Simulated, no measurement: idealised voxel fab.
process module | voxel wiring stack
cross-section cut | 280 nm wide | cells 5 nm
A cross-section is a grid of square cells, given in bands from the top down. A band is one or more rows of cells.
Each band's line starts with the height of the band's top and of its bottom, in nm. Then come its materials from left to right, each with its width in nm. One material with "throughout" fills the band from edge to edge. "air" is empty space.
Height 0 is the level under which the wafer as received is all one material. The lowest band goes on downwards, as in "0 down".
A width such as "30 to 40" changes by the same amount from each row of cells to the next, from the band's top row to its bottom row.
"no change" after a step means that no cell of the cross-section changed.
closed voids: empty space of 8 cells or more with no open way to the top, each as width x height at its distance from the left edge, in nm
after a step's settings: what the simulator itself notes on the step
overlay nm, on a step with a mask: how far to the right of its planned place the mask lay; to the left if negative
Each pair below shows a cross-section before one step and the cross-section after it, down to the lowest band that changed. The line under each pair gives the step between them, with its settings. The pairs can come from different runs of this module on the same starting wafer, so a pair continues from the pair above only where its "before" says so.
before
  50 to 40: aC 35 | air 40 | aC 15 | air 40 | aC 15 | air 40 | aC 15 | air 40 | aC 40
  40 to 15: lowk throughout
  15 to 10: SiCN throughout
  10 to 0: SiO2 throughout
  0 down: Si throughout
  closed voids: none
after
  50 to 40: aC 35 | air 40 | aC 15 | air 40 | aC 15 | air 40 | aC 15 | air 40 | aC 40
  40 to 15: lowk 35 | air 40 | lowk 15 | air 40 | lowk 15 | air 40 | lowk 15 | air 40 | lowk 40
  below 15: unchanged
  closed voids: none
the step between: op DIRECTIONAL_ETCH | etch materials lowk | depth nm 25
before: the cross-section after the pair above
after
  50 to 40: aC 35 | air 40 | aC 15 | air 40 | aC 15 | air 40 | aC 15 | air 40 | aC 40
  40 to 15: lowk 35 | air 40 | lowk 15 | air 40 | lowk 15 | air 40 | lowk 15 | air 40 | lowk 40
  15 to 10: SiCN 35 | air 40 | SiCN 15 | air 40 | SiCN 15 | air 40 | SiCN 15 | air 40 | SiCN 40
  below 10: unchanged
  closed voids: none
the step between: op DIRECTIONAL_ETCH | etch materials SiCN | depth nm 5
before: the cross-section after the pair above
after
  40 to 15: lowk 35 | air 40 | lowk 15 | air 40 | lowk 15 | air 40 | lowk 15 | air 40 | lowk 40
  below 15: unchanged
  closed voids: none
the step between: op STRIP | etch materials aC
before: the cross-section after the pair above
after
  45 to 40: TiN 40 | air 30 | TiN 25 | air 30 | TiN 25 | air 30 | TiN 25 | air 30 | TiN 45
  40 to 15: lowk 35 | TiN 5 | air 30 | TiN 5 | lowk 15 | TiN 5 | air 30 | TiN 5 | lowk 15 | TiN 5 | air 30 | TiN 5 | lowk 15 | TiN 5 | air 30 | TiN 5 | lowk 40
  15 to 10: SiCN 35 | TiN 40 | SiCN 15 | TiN 40 | SiCN 15 | TiN 40 | SiCN 15 | TiN 40 | SiCN 40
  below 10: unchanged
  closed voids: none
the step between: op CONFORMAL_DEP | material TiN | thk nm 5
before: the cross-section after the pair above
after
  50 to 45: Ru throughout
  45 to 40: TiN 40 | Ru 30 | TiN 25 | Ru 30 | TiN 25 | Ru 30 | TiN 25 | Ru 30 | TiN 45
  40 to 15: lowk 35 | TiN 5 | Ru 30 | TiN 5 | lowk 15 | TiN 5 | Ru 30 | TiN 5 | lowk 15 | TiN 5 | Ru 30 | TiN 5 | lowk 15 | TiN 5 | Ru 30 | TiN 5 | lowk 40
  below 15: unchanged
  closed voids: none
the step between: op FILL_DEP | material Ru | thk nm 5
before: the cross-section after the pair above
after
  40 to 15: lowk 35 | TiN 5 | Ru 30 | TiN 5 | lowk 15 | TiN 5 | Ru 30 | TiN 5 | lowk 15 | TiN 5 | Ru 30 | TiN 5 | lowk 15 | TiN 5 | Ru 30 | TiN 5 | lowk 40
  below 15: unchanged
  closed voids: none
the step between: op CMP | height nm 40
before: the cross-section after the pair above
after
  45 to 40: air 30 | Ru 50 | air 5 | Ru 50 | air 5 | Ru 50 | air 5 | Ru 50 | air 35
  below 40: unchanged
  closed voids: none
the step between: op EPI | material Ru | thk nm 5
before: the cross-section after the pair above
after
  50 to 45: SiCN throughout
  45 to 40: SiCN 30 | Ru 50 | SiCN 5 | Ru 50 | SiCN 5 | Ru 50 | SiCN 5 | Ru 50 | SiCN 35
  below 40: unchanged
  closed voids: none
the step between: op FILL_DEP | material SiCN | thk nm 5
before: the cross-section after the pair above
after
  65 to 50: lowk throughout
  below 50: unchanged
  closed voids: none
the step between: op DIRECTIONAL_DEP | material lowk | thk nm 15
before: the cross-section after the pair above
after
  80 to 65: aC throughout
  below 65: unchanged
  closed voids: none
the step between: op DIRECTIONAL_DEP | material aC | thk nm 15
before: the cross-section after the pair above
after
  115 to 80: resist 40 | air 15 | resist 95 | air 15 | resist 115
  below 80: unchanged
  closed voids: none
the step between: op PATTERN | tone open | mask id PLUG_1 | material resist | width nm 15 | pitch nm 110 | thk nm 35 | overlay nm 0
before: the cross-section after the pair above
after
  100 to 80: resist 40 | air 15 | resist 95 | air 15 | resist 115
  80 to 65: aC 40 | air 15 | aC 95 | air 15 | aC 115
  below 65: unchanged
  closed voids: none
the step between: op DIRECTIONAL_ETCH | etch materials aC | depth nm 15
before: the cross-section after the pair above
after
  80 to 65: aC 40 | air 15 | aC 95 | air 15 | aC 115
  below 65: unchanged
  closed voids: none
the step between: op STRIP | etch materials resist
before: the cross-section after the pair above
after
  80 to 65: aC 40 | air 15 | aC 95 | air 15 | aC 115
  65 to 50: lowk 40 | air 15 | lowk 95 | air 15 | lowk 115
  below 50: unchanged
  closed voids: none
the step between: op DIRECTIONAL_ETCH | etch materials lowk | depth nm 15
before: the cross-section after the pair above
after
  80 to 65: aC 40 | air 15 | aC 95 | air 15 | aC 115
  65 to 50: lowk 40 | air 15 | lowk 95 | air 15 | lowk 115
  50 to 45: SiCN 40 | air 15 | SiCN 95 | air 15 | SiCN 115
  below 45: unchanged
  closed voids: none
the step between: op DIRECTIONAL_ETCH | etch materials SiCN | depth nm 5
before: the cross-section after the pair above
after
  65 to 50: lowk 40 | air 15 | lowk 95 | air 15 | lowk 115
  below 50: unchanged
  closed voids: none
the step between: op STRIP | etch materials aC
before: the cross-section after the pair above
after
  65 to 55: lowk 40 | air 15 | lowk 95 | air 15 | lowk 115
  55 to 50: lowk 40 | Ru 15 | lowk 95 | Ru 15 | lowk 115
  50 to 45: SiCN 40 | Ru 15 | SiCN 95 | Ru 15 | SiCN 115
  below 45: unchanged
  closed voids: none
the step between: op EPI | material Ru | thk nm 10
before: the cross-section after the pair above
after
  65 to 50: lowk 40 | Ru 15 | lowk 95 | Ru 15 | lowk 115
  below 50: unchanged
  closed voids: none
the step between: op EPI | material Ru | thk nm 10
before: the cross-section after the pair above
after
  70 to 65: TiN throughout
  below 65: unchanged
  closed voids: none
the step between: op DIRECTIONAL_DEP | material TiN | thk nm 5
before: the cross-section after the pair above
after
  95 to 70: W throughout
  below 70: unchanged
  closed voids: none
the step between: op DIRECTIONAL_DEP | material W | thk nm 25
before: the cross-section after the pair above
after
  105 to 95: aC throughout
  below 95: unchanged
  closed voids: none
the step between: op DIRECTIONAL_DEP | material aC | thk nm 10
before: the cross-section after the pair above
after
  135 to 105: air 40 | resist 30 | air 25 | resist 30 | air 25 | resist 30 | air 25 | resist 30 | air 45
  below 105: unchanged
  closed voids: none
the step between: op PATTERN | tone cover | mask id METAL_2 | material resist | width nm 30 | pitch nm 55 | thk nm 30 | overlay nm 0
before: the cross-section after the pair above
after
  125 to 105: air 40 | resist 30 | air 25 | resist 30 | air 25 | resist 30 | air 25 | resist 30 | air 45
  105 to 95: air 40 | aC 30 | air 25 | aC 30 | air 25 | aC 30 | air 25 | aC 30 | air 45
  below 95: unchanged
  closed voids: none
the step between: op DIRECTIONAL_ETCH | etch materials aC | depth nm 10
before: the cross-section after the pair above
after
  105 to 95: air 40 | aC 30 | air 25 | aC 30 | air 25 | aC 30 | air 25 | aC 30 | air 45
  below 95: unchanged
  closed voids: none
the step between: op STRIP | etch materials resist
before: the cross-section after the pair above
after
  105 to 95: air 40 | aC 30 | air 25 | aC 30 | air 25 | aC 30 | air 25 | aC 30 | air 45
  95 to 70: air 40 | W 30 | air 25 | W 30 | air 25 | W 30 | air 25 | W 30 | air 45
  below 70: unchanged
  closed voids: none
the step between: op DIRECTIONAL_ETCH | etch materials W | depth nm 25
before: the cross-section after the pair above
after
  105 to 95: air 40 | aC 30 | air 25 | aC 30 | air 25 | aC 30 | air 25 | aC 30 | air 45
  95 to 70: air 40 | W 30 | air 25 | W 30 | air 25 | W 30 | air 25 | W 30 | air 45
  70 to 65: air 40 | TiN 30 | air 25 | TiN 30 | air 25 | TiN 30 | air 25 | TiN 30 | air 45
  below 65: unchanged
  closed voids: none
the step between: op DIRECTIONAL_ETCH | etch materials TiN | depth nm 5
before: the cross-section after the pair above
after
  95 to 70: air 40 | W 30 | air 25 | W 30 | air 25 | W 30 | air 25 | W 30 | air 45
  below 70: unchanged
  closed voids: none
the step between: op STRIP | etch materials aC
before: the cross-section after the pair above
after
  100 to 95: air 35 | SiCN 40 | air 15 | SiCN 40 | air 15 | SiCN 40 | air 15 | SiCN 40 | air 40
  95 to 70: air 35 | SiCN 5 | W 30 | SiCN 5 | air 15 | SiCN 5 | W 30 | SiCN 5 | air 15 | SiCN 5 | W 30 | SiCN 5 | air 15 | SiCN 5 | W 30 | SiCN 5 | air 40
  70 to 65: SiCN 40 | TiN 30 | SiCN 25 | TiN 30 | SiCN 25 | TiN 30 | SiCN 25 | TiN 30 | SiCN 45
  below 65: unchanged
  closed voids: none
the step between: op CONFORMAL_DEP | material SiCN | thk nm 5
before: the cross-section after the pair above
after
  105 to 100: lowk throughout
  100 to 95: lowk 35 | SiCN 40 | lowk 15 | SiCN 40 | lowk 15 | SiCN 40 | lowk 15 | SiCN 40 | lowk 40
  95 to 70: lowk 35 | SiCN 5 | W 30 | SiCN 5 | lowk 15 | SiCN 5 | W 30 | SiCN 5 | lowk 15 | SiCN 5 | W 30 | SiCN 5 | lowk 15 | SiCN 5 | W 30 | SiCN 5 | lowk 40
  below 70: unchanged
  closed voids: none
the step between: op FILL_DEP | material lowk | thk nm 5
before: the cross-section after the pair above
after
  95 to 70: lowk 35 | SiCN 5 | W 30 | SiCN 5 | lowk 15 | SiCN 5 | W 30 | SiCN 5 | lowk 15 | SiCN 5 | W 30 | SiCN 5 | lowk 15 | SiCN 5 | W 30 | SiCN 5 | lowk 40
  below 70: unchanged
  closed voids: none
the step between: op CMP | height nm 95
before: the cross-section after the pair above
after
  100 to 95: SiCN throughout
  below 95: unchanged
  closed voids: none
the step between: op CONFORMAL_DEP | material SiCN | thk nm 5
before: the cross-section after the pair above
after
  120 to 100: SiO2 throughout
  below 100: unchanged
  closed voids: none
the step between: op DIRECTIONAL_DEP | material SiO2 | thk nm 20
before: the cross-section after the pair above
after
  120 to 100: SiO2 40 | air 15 | SiO2 40 | air 15 | SiO2 40 | air 15 | SiO2 40 | air 15 | SiO2 60
  below 100: unchanged
  closed voids: none
the step between: op MASKED_ETCH | tone open | mask id PLUG_2 | width nm 15 | pitch nm 55 | etch materials SiO2 | depth nm 20 | overlay nm 0
before: the cross-section after the pair above
after
  120 to 100: SiO2 40 | air 15 | SiO2 40 | air 15 | SiO2 40 | air 15 | SiO2 40 | air 15 | SiO2 60
  100 to 95: SiCN 40 | air 15 | SiCN 40 | air 15 | SiCN 40 | air 15 | SiCN 40 | air 15 | SiCN 60
  below 95: unchanged
  closed voids: none
the step between: op MASKED_ETCH | tone open | mask id PLUG_2 | width nm 15 | pitch nm 55 | etch materials SiCN | depth nm 5 | overlay nm 0
before: the cross-section after the pair above
after
  120 to 105: SiO2 40 | air 15 | SiO2 40 | air 15 | SiO2 40 | air 15 | SiO2 40 | air 15 | SiO2 60
  105 to 100: SiO2 40 | Ru 15 | SiO2 40 | Ru 15 | SiO2 40 | Ru 15 | SiO2 40 | Ru 15 | SiO2 60
  100 to 95: SiCN 40 | Ru 15 | SiCN 40 | Ru 15 | SiCN 40 | Ru 15 | SiCN 40 | Ru 15 | SiCN 60
  below 95: unchanged
  closed voids: none
the step between: op EPI | material Ru | thk nm 10
before: the cross-section after the pair above
after
  120 to 115: SiO2 40 | air 15 | SiO2 40 | air 15 | SiO2 40 | air 15 | SiO2 40 | air 15 | SiO2 60
  115 to 100: SiO2 40 | Ru 15 | SiO2 40 | Ru 15 | SiO2 40 | Ru 15 | SiO2 40 | Ru 15 | SiO2 60
  below 100: unchanged
  closed voids: none
the step between: op EPI | material Ru | thk nm 10
before: the cross-section after the pair above
after
  120 to 100: SiO2 40 | Ru 15 | SiO2 40 | Ru 15 | SiO2 40 | Ru 15 | SiO2 40 | Ru 15 | SiO2 60
  below 100: unchanged
  closed voids: none
the step between: op EPI | material Ru | thk nm 5
before: the cross-section after the pair above
after
  125 to 120: TiN throughout
  below 120: unchanged
  closed voids: none
the step between: op DIRECTIONAL_DEP | material TiN | thk nm 5
before: the cross-section after the pair above
after
  150 to 125: Ru throughout
  below 125: unchanged
  closed voids: none
the step between: op DIRECTIONAL_DEP | material Ru | thk nm 25
before: the cross-section after the pair above
after
  150 to 125: air 40 | Ru 30 | air 25 | Ru 30 | air 25 | Ru 30 | air 25 | Ru 30 | air 45
  below 125: unchanged
  closed voids: none
the step between: op MASKED_ETCH | tone cover | mask id METAL_3 | width nm 30 | pitch nm 55 | etch materials Ru | depth nm 25 | overlay nm 0
before: the cross-section after the pair above
after
  150 to 125: air 40 | Ru 30 | air 25 | Ru 30 | air 25 | Ru 30 | air 25 | Ru 30 | air 45
  125 to 120: air 40 | TiN 30 | air 25 | TiN 30 | air 25 | TiN 30 | air 25 | TiN 30 | air 45
  below 120: unchanged
  closed voids: none
the step between: op MASKED_ETCH | tone cover | mask id METAL_3 | width nm 30 | pitch nm 55 | etch materials TiN | depth nm 5 | overlay nm 0
before: the cross-section after the pair above
after
  155 to 150: lowk throughout
  150 to 125: lowk 40 | Ru 30 | lowk 25 | Ru 30 | lowk 25 | Ru 30 | lowk 25 | Ru 30 | lowk 45
  125 to 120: lowk 40 | TiN 30 | lowk 25 | TiN 30 | lowk 25 | TiN 30 | lowk 25 | TiN 30 | lowk 45
  below 120: unchanged
  closed voids: none
the step between: op FILL_DEP | material lowk | thk nm 5
before: the cross-section after the pair above
after
  150 to 125: lowk 40 | Ru 30 | lowk 25 | Ru 30 | lowk 25 | Ru 30 | lowk 25 | Ru 30 | lowk 45
  below 125: unchanged
  closed voids: none
the step between: op CMP | height nm 150
before: the cross-section after the pair above
after
  155 to 150: SiN throughout
  below 150: unchanged
  closed voids: none
the step between: op CONFORMAL_DEP | material SiN | thk nm 5
before
  50 to 40: aC throughout
  40 to 15: lowk throughout
  15 to 10: SiCN throughout
  10 to 0: SiO2 throughout
  0 down: Si throughout
  closed voids: none
after
  80 to 50: resist 50 | air 30 | resist 25 | air 30 | resist 25 | air 30 | resist 25 | air 30 | resist 35
  below 50: unchanged
  closed voids: none
the step between: op PATTERN | tone open | mask id METAL_1 | material resist | width nm 30 | pitch nm 55 | thk nm 30 | overlay nm 10
before: the cross-section after the pair above
after
  70 to 50: resist 50 | air 30 | resist 25 | air 30 | resist 25 | air 30 | resist 25 | air 30 | resist 35
  50 to 40: aC 50 | air 30 | aC 25 | air 30 | aC 25 | air 30 | aC 25 | air 30 | aC 35
  below 40: unchanged
  closed voids: none
the step between: op DIRECTIONAL_ETCH | etch materials aC | depth nm 10
before: the cross-section after the pair above
after
  50 to 40: aC 50 | air 30 | aC 25 | air 30 | aC 25 | air 30 | aC 25 | air 30 | aC 35
  below 40: unchanged
  closed voids: none
the step between: op STRIP | etch materials resist
before: the cross-section after the pair above
after
  50 to 40: aC 50 | air 30 | aC 25 | air 30 | aC 25 | air 30 | aC 25 | air 30 | aC 35
  40 to 15: lowk 50 | air 30 | lowk 25 | air 30 | lowk 25 | air 30 | lowk 25 | air 30 | lowk 35
  below 15: unchanged
  closed voids: none
the step between: op DIRECTIONAL_ETCH | etch materials lowk | depth nm 25
before: the cross-section after the pair above
after
  50 to 40: aC 50 | air 30 | aC 25 | air 30 | aC 25 | air 30 | aC 25 | air 30 | aC 35
  40 to 15: lowk 50 | air 30 | lowk 25 | air 30 | lowk 25 | air 30 | lowk 25 | air 30 | lowk 35
  15 to 10: SiCN 50 | air 30 | SiCN 25 | air 30 | SiCN 25 | air 30 | SiCN 25 | air 30 | SiCN 35
  below 10: unchanged
  closed voids: none
the step between: op DIRECTIONAL_ETCH | etch materials SiCN | depth nm 5
before: the cross-section after the pair above
after
  40 to 15: lowk 50 | air 30 | lowk 25 | air 30 | lowk 25 | air 30 | lowk 25 | air 30 | lowk 35
  below 15: unchanged
  closed voids: none
the step between: op STRIP | etch materials aC
before: the cross-section after the pair above
after
  45 to 40: TiN 55 | air 20 | TiN 35 | air 20 | TiN 35 | air 20 | TiN 35 | air 20 | TiN 40
  40 to 15: lowk 50 | TiN 5 | air 20 | TiN 5 | lowk 25 | TiN 5 | air 20 | TiN 5 | lowk 25 | TiN 5 | air 20 | TiN 5 | lowk 25 | TiN 5 | air 20 | TiN 5 | lowk 35
  15 to 10: SiCN 50 | TiN 30 | SiCN 25 | TiN 30 | SiCN 25 | TiN 30 | SiCN 25 | TiN 30 | SiCN 35
  below 10: unchanged
  closed voids: none
the step between: op CONFORMAL_DEP | material TiN | thk nm 5
before: the cross-section after the pair above
after
  50 to 45: Ru throughout
  45 to 40: TiN 55 | Ru 20 | TiN 35 | Ru 20 | TiN 35 | Ru 20 | TiN 35 | Ru 20 | TiN 40
  40 to 15: lowk 50 | TiN 5 | Ru 20 | TiN 5 | lowk 25 | TiN 5 | Ru 20 | TiN 5 | lowk 25 | TiN 5 | Ru 20 | TiN 5 | lowk 25 | TiN 5 | Ru 20 | TiN 5 | lowk 35
  below 15: unchanged
  closed voids: none
the step between: op FILL_DEP | material Ru | thk nm 5
before: the cross-section after the pair above
after
  40 to 15: lowk 50 | TiN 5 | Ru 20 | TiN 5 | lowk 25 | TiN 5 | Ru 20 | TiN 5 | lowk 25 | TiN 5 | Ru 20 | TiN 5 | lowk 25 | TiN 5 | Ru 20 | TiN 5 | lowk 35
  below 15: unchanged
  closed voids: none
the step between: op CMP | height nm 40
before: the cross-section after the pair above
after
  45 to 40: air 45 | Ru 40 | air 15 | Ru 40 | air 15 | Ru 40 | air 15 | Ru 40 | air 30
  below 40: unchanged
  closed voids: none
the step between: op EPI | material Ru | thk nm 5
before: the cross-section after the pair above
after
  50 to 45: SiCN throughout
  45 to 40: SiCN 45 | Ru 40 | SiCN 15 | Ru 40 | SiCN 15 | Ru 40 | SiCN 15 | Ru 40 | SiCN 30
  below 40: unchanged
  closed voids: none
the step between: op FILL_DEP | material SiCN | thk nm 5
before: the cross-section after the pair above
after
  65 to 50: lowk throughout
  below 50: unchanged
  closed voids: none
the step between: op DIRECTIONAL_DEP | material lowk | thk nm 15
before: the cross-section after the pair above
after
  80 to 65: aC throughout
  below 65: unchanged
  closed voids: none
the step between: op DIRECTIONAL_DEP | material aC | thk nm 15
before: the cross-section after the pair above
after
  115 to 80: resist 40 | air 15 | resist 95 | air 15 | resist 115
  below 80: unchanged
  closed voids: none
the step between: op PATTERN | tone open | mask id PLUG_1 | material resist | width nm 15 | pitch nm 110 | thk nm 35 | overlay nm 0
before: the cross-section after the pair above
after
  100 to 80: resist 40 | air 15 | resist 95 | air 15 | resist 115
  80 to 65: aC 40 | air 15 | aC 95 | air 15 | aC 115
  below 65: unchanged
  closed voids: none
the step between: op DIRECTIONAL_ETCH | etch materials aC | depth nm 15
before: the cross-section after the pair above
after
  80 to 65: aC 40 | air 15 | aC 95 | air 15 | aC 115
  below 65: unchanged
  closed voids: none
the step between: op STRIP | etch materials resist
before: the cross-section after the pair above
after
  80 to 65: aC 40 | air 15 | aC 95 | air 15 | aC 115
  65 to 50: lowk 40 | air 15 | lowk 95 | air 15 | lowk 115
  below 50: unchanged
  closed voids: none
the step between: op DIRECTIONAL_ETCH | etch materials lowk | depth nm 15
before: the cross-section after the pair above
after
  80 to 65: aC 40 | air 15 | aC 95 | air 15 | aC 115
  65 to 50: lowk 40 | air 15 | lowk 95 | air 15 | lowk 115
  50 to 45: SiCN 40 | air 15 | SiCN 95 | air 15 | SiCN 115
  below 45: unchanged
  closed voids: none
the step between: op DIRECTIONAL_ETCH | etch materials SiCN | depth nm 5
before: the cross-section after the pair above
after
  65 to 50: lowk 40 | air 15 | lowk 95 | air 15 | lowk 115
  below 50: unchanged
  closed voids: none
the step between: op STRIP | etch materials aC
before: the cross-section after the pair above
after
  65 to 55: lowk 40 | air 15 | lowk 95 | air 15 | lowk 115
  55 to 50: lowk 40 | Ru 15 | lowk 95 | Ru 15 | lowk 115
  50 to 45: SiCN 40 | Ru 15 | SiCN 95 | Ru 15 | SiCN 115
  below 45: unchanged
  closed voids: none
the step between: op EPI | material Ru | thk nm 10
before: the cross-section after the pair above
after
  65 to 50: lowk 40 | Ru 15 | lowk 95 | Ru 15 | lowk 115
  below 50: unchanged
  closed voids: none
the step between: op EPI | material Ru | thk nm 10
before: the cross-section after the pair above
after
  70 to 65: TiN throughout
  below 65: unchanged
  closed voids: none
the step between: op DIRECTIONAL_DEP | material TiN | thk nm 5
before: the cross-section after the pair above
after
  95 to 70: W throughout
  below 70: unchanged
  closed voids: none
the step between: op DIRECTIONAL_DEP | material W | thk nm 25
before: the cross-section after the pair above
after
  105 to 95: aC throughout
  below 95: unchanged
  closed voids: none
the step between: op DIRECTIONAL_DEP | material aC | thk nm 10
before: the cross-section after the pair above
after
  135 to 105: air 40 | resist 30 | air 25 | resist 30 | air 25 | resist 30 | air 25 | resist 30 | air 45
  below 105: unchanged
  closed voids: none
the step between: op PATTERN | tone cover | mask id METAL_2 | material resist | width nm 30 | pitch nm 55 | thk nm 30 | overlay nm 0
before: the cross-section after the pair above
after
  125 to 105: air 40 | resist 30 | air 25 | resist 30 | air 25 | resist 30 | air 25 | resist 30 | air 45
  105 to 95: air 40 | aC 30 | air 25 | aC 30 | air 25 | aC 30 | air 25 | aC 30 | air 45
  below 95: unchanged
  closed voids: none
the step between: op DIRECTIONAL_ETCH | etch materials aC | depth nm 10
before: the cross-section after the pair above
after
  105 to 95: air 40 | aC 30 | air 25 | aC 30 | air 25 | aC 30 | air 25 | aC 30 | air 45
  below 95: unchanged
  closed voids: none
the step between: op STRIP | etch materials resist
before: the cross-section after the pair above
after
  105 to 95: air 40 | aC 30 | air 25 | aC 30 | air 25 | aC 30 | air 25 | aC 30 | air 45
  95 to 70: air 40 | W 30 | air 25 | W 30 | air 25 | W 30 | air 25 | W 30 | air 45
  below 70: unchanged
  closed voids: none
the step between: op DIRECTIONAL_ETCH | etch materials W | depth nm 25
before: the cross-section after the pair above
after
  105 to 95: air 40 | aC 30 | air 25 | aC 30 | air 25 | aC 30 | air 25 | aC 30 | air 45
  95 to 70: air 40 | W 30 | air 25 | W 30 | air 25 | W 30 | air 25 | W 30 | air 45
  70 to 65: air 40 | TiN 30 | air 25 | TiN 30 | air 25 | TiN 30 | air 25 | TiN 30 | air 45
  below 65: unchanged
  closed voids: none
the step between: op DIRECTIONAL_ETCH | etch materials TiN | depth nm 5
before: the cross-section after the pair above
after
  95 to 70: air 40 | W 30 | air 25 | W 30 | air 25 | W 30 | air 25 | W 30 | air 45
  below 70: unchanged
  closed voids: none
the step between: op STRIP | etch materials aC
before: the cross-section after the pair above
after
  100 to 95: air 35 | SiCN 40 | air 15 | SiCN 40 | air 15 | SiCN 40 | air 15 | SiCN 40 | air 40
  95 to 70: air 35 | SiCN 5 | W 30 | SiCN 5 | air 15 | SiCN 5 | W 30 | SiCN 5 | air 15 | SiCN 5 | W 30 | SiCN 5 | air 15 | SiCN 5 | W 30 | SiCN 5 | air 40
  70 to 65: SiCN 40 | TiN 30 | SiCN 25 | TiN 30 | SiCN 25 | TiN 30 | SiCN 25 | TiN 30 | SiCN 45
  below 65: unchanged
  closed voids: none
the step between: op CONFORMAL_DEP | material SiCN | thk nm 5
before: the cross-section after the pair above
after
  105 to 100: lowk throughout
  100 to 95: lowk 35 | SiCN 40 | lowk 15 | SiCN 40 | lowk 15 | SiCN 40 | lowk 15 | SiCN 40 | lowk 40
  95 to 70: lowk 35 | SiCN 5 | W 30 | SiCN 5 | lowk 15 | SiCN 5 | W 30 | SiCN 5 | lowk 15 | SiCN 5 | W 30 | SiCN 5 | lowk 15 | SiCN 5 | W 30 | SiCN 5 | lowk 40
  below 70: unchanged
  closed voids: none
the step between: op FILL_DEP | material lowk | thk nm 5
before: the cross-section after the pair above
after
  95 to 70: lowk 35 | SiCN 5 | W 30 | SiCN 5 | lowk 15 | SiCN 5 | W 30 | SiCN 5 | lowk 15 | SiCN 5 | W 30 | SiCN 5 | lowk 15 | SiCN 5 | W 30 | SiCN 5 | lowk 40
  below 70: unchanged
  closed voids: none
the step between: op CMP | height nm 95
before: the cross-section after the pair above
after
  100 to 95: SiCN throughout
  below 95: unchanged
  closed voids: none
the step between: op CONFORMAL_DEP | material SiCN | thk nm 5
before: the cross-section after the pair above
after
  120 to 100: SiO2 throughout
  below 100: unchanged
  closed voids: none
the step between: op DIRECTIONAL_DEP | material SiO2 | thk nm 20
before: the cross-section after the pair above
after
  120 to 100: SiO2 40 | air 15 | SiO2 40 | air 15 | SiO2 40 | air 15 | SiO2 40 | air 15 | SiO2 60
  below 100: unchanged
  closed voids: none
the step between: op MASKED_ETCH | tone open | mask id PLUG_2 | width nm 15 | pitch nm 55 | etch materials SiO2 | depth nm 20 | overlay nm 0
before: the cross-section after the pair above
after
  120 to 100: SiO2 40 | air 15 | SiO2 40 | air 15 | SiO2 40 | air 15 | SiO2 40 | air 15 | SiO2 60
  100 to 95: SiCN 40 | air 15 | SiCN 40 | air 15 | SiCN 40 | air 15 | SiCN 40 | air 15 | SiCN 60
  below 95: unchanged
  closed voids: none
the step between: op MASKED_ETCH | tone open | mask id PLUG_2 | width nm 15 | pitch nm 55 | etch materials SiCN | depth nm 5 | overlay nm 0
before: the cross-section after the pair above
after
  120 to 105: SiO2 40 | air 15 | SiO2 40 | air 15 | SiO2 40 | air 15 | SiO2 40 | air 15 | SiO2 60
  105 to 100: SiO2 40 | Ru 15 | SiO2 40 | Ru 15 | SiO2 40 | Ru 15 | SiO2 40 | Ru 15 | SiO2 60
  100 to 95: SiCN 40 | Ru 15 | SiCN 40 | Ru 15 | SiCN 40 | Ru 15 | SiCN 40 | Ru 15 | SiCN 60
  below 95: unchanged
  closed voids: none
the step between: op EPI | material Ru | thk nm 10
before: the cross-section after the pair above
after
  120 to 115: SiO2 40 | air 15 | SiO2 40 | air 15 | SiO2 40 | air 15 | SiO2 40 | air 15 | SiO2 60
  115 to 100: SiO2 40 | Ru 15 | SiO2 40 | Ru 15 | SiO2 40 | Ru 15 | SiO2 40 | Ru 15 | SiO2 60
  below 100: unchanged
  closed voids: none
the step between: op EPI | material Ru | thk nm 10
before: the cross-section after the pair above
after
  120 to 100: SiO2 40 | Ru 15 | SiO2 40 | Ru 15 | SiO2 40 | Ru 15 | SiO2 40 | Ru 15 | SiO2 60
  below 100: unchanged
  closed voids: none
the step between: op EPI | material Ru | thk nm 5
before: the cross-section after the pair above
after
  125 to 120: TiN throughout
  below 120: unchanged
  closed voids: none
the step between: op DIRECTIONAL_DEP | material TiN | thk nm 5
before: the cross-section after the pair above
after
  150 to 125: Ru throughout
  below 125: unchanged
  closed voids: none
the step between: op DIRECTIONAL_DEP | material Ru | thk nm 25
before: the cross-section after the pair above
after
  150 to 125: air 40 | Ru 30 | air 25 | Ru 30 | air 25 | Ru 30 | air 25 | Ru 30 | air 45
  below 125: unchanged
  closed voids: none
the step between: op MASKED_ETCH | tone cover | mask id METAL_3 | width nm 30 | pitch nm 55 | etch materials Ru | depth nm 25 | overlay nm 0
before: the cross-section after the pair above
after
  150 to 125: air 40 | Ru 30 | air 25 | Ru 30 | air 25 | Ru 30 | air 25 | Ru 30 | air 45
  125 to 120: air 40 | TiN 30 | air 25 | TiN 30 | air 25 | TiN 30 | air 25 | TiN 30 | air 45
  below 120: unchanged
  closed voids: none
the step between: op MASKED_ETCH | tone cover | mask id METAL_3 | width nm 30 | pitch nm 55 | etch materials TiN | depth nm 5 | overlay nm 0
before: the cross-section after the pair above
after
  155 to 150: lowk throughout
  150 to 125: lowk 40 | Ru 30 | lowk 25 | Ru 30 | lowk 25 | Ru 30 | lowk 25 | Ru 30 | lowk 45
  125 to 120: lowk 40 | TiN 30 | lowk 25 | TiN 30 | lowk 25 | TiN 30 | lowk 25 | TiN 30 | lowk 45
  below 120: unchanged
  closed voids: none
the step between: op FILL_DEP | material lowk | thk nm 5
before: the cross-section after the pair above
after
  150 to 125: lowk 40 | Ru 30 | lowk 25 | Ru 30 | lowk 25 | Ru 30 | lowk 25 | Ru 30 | lowk 45
  below 125: unchanged
  closed voids: none
the step between: op CMP | height nm 150
before: the cross-section after the pair above
after
  155 to 150: SiN throughout
  below 150: unchanged
  closed voids: none
the step between: op CONFORMAL_DEP | material SiN | thk nm 5
